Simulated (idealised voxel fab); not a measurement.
process module | voxel air gaps
cross-section cut | 235 nm wide | cells 5 nm
A cross-section is a grid of square cells, given in bands from the top down. A band is one or more rows of cells.
Each band's line starts with the height of the band's top and of its bottom, in nm. Then come its materials from left to right, each with its width in nm. One material with "throughout" fills the band from edge to edge. "air" is empty space.
Height 0 is the level under which the wafer as received is all one material. The lowest band goes on downwards, as in "0 down".
A width such as "30 to 40" changes by the same amount from each row of cells to the next, from the band's top row to its bottom row.
"no change" after a step means that no cell of the cross-section changed.
closed voids: empty space of 8 cells or more with no open way to the top, each as width x height at its distance from the left edge, in nm
after a step's settings: what the simulator itself notes on the step
overlay nm, on a step with a mask: how far to the right of its planned place the mask lay; to the left if negative
plan
1 op RECEIVE | material Si
2 op CONFORMAL_DEP | material SiO2 | thk nm 10
3 op CONFORMAL_DEP | material SiN | thk nm 5
4 op DIRECTIONAL_DEP | material SiO2 | thk nm 40
5 op DIRECTIONAL_DEP | material aC | thk nm 15
6 op PATTERN | tone open | mask id LINES | material resist | width nm 15 | pitch nm 45 | thk nm 30 | overlay nm 0
7 op DIRECTIONAL_ETCH | etch materials aC | depth nm 15
8 op STRIP | etch materials resist
9 op DIRECTIONAL_ETCH | etch materials SiO2 | depth nm 40
10 op STRIP | etch materials aC
11 op CONFORMAL_DEP | material TiN | thk nm 5
12 op FILL_DEP | material Ru | thk nm 10
13 op CMP | height nm 55
14 op EPI | material Ru | thk nm 10
15 op SELECTIVE_ETCH | etch materials SiO2 | depth nm 50
16 op CONFORMAL_DEP | material SiN | thk nm 5
as received, after step 1
  0 down: Si throughout
  closed voids: none
first wafer at the end, as planned
  70 to 65: air 50 | SiN 135 | air 50
  65 to 55: air 50 | SiN 5 | Ru 35 | SiN 10 | Ru 35 | SiN 10 | Ru 35 | SiN 5 | air 50
  55 to 50: air 50 | SiN 15 | TiN 5 | Ru 5 | TiN 5 | SiN 30 | TiN 5 | Ru 5 | TiN 5 | SiN 30 | TiN 5 | Ru 5 | TiN 5 | SiN 15 | air 50
  50 to 20: air 60 | SiN 5 | TiN 5 | Ru 5 | TiN 5 | SiN 5 | air 20 | SiN 5 | TiN 5 | Ru 5 | TiN 5 | SiN 5 | air 20 | SiN 5 | TiN 5 | Ru 5 | TiN 5 | SiN 5 | air 60
  20 to 15: SiN 65 | TiN 15 | SiN 30 | TiN 15 | SiN 30 | TiN 15 | SiN 65
  15 to 10: SiN throughout
  10 to 0: SiO2 throughout
  0 down: Si throughout
  closed voids: 20 x 30 at 85; 20 x 30 at 130
second wafer at the end: like start, like plan, one mistake
  70 to 65: air 50 | SiN 135 | air 50
  65 to 55: air 50 | SiN 5 | Ru 35 | SiN 10 | Ru 35 | SiN 10 | Ru 35 | SiN 5 | air 50
  55 to 20: air 50 | SiN 5 | Ru 10 | TiN 5 | Ru 5 | TiN 5 | Ru 10 | SiN 10 | Ru 10 | TiN 5 | Ru 5 | TiN 5 | Ru 10 | SiN 10 | Ru 10 | TiN 5 | Ru 5 | TiN 5 | Ru 10 | SiN 5 | air 50
  20 to 15: SiN 55 | Ru 10 | TiN 15 | Ru 10 | SiN 10 | Ru 10 | TiN 15 | Ru 10 | SiN 10 | Ru 10 | TiN 15 | Ru 10 | SiN 55
  15 to 10: SiN throughout
  10 to 0: SiO2 throughout
  0 down: Si throughout
  closed voids: none
what went wrong: steps 14 and 15 were swapped
at the end the second wafer has, in cells: 96 more of Ru | 24 fewer of SiN
closed voids at the end (first wafer, second wafer): 2, 0
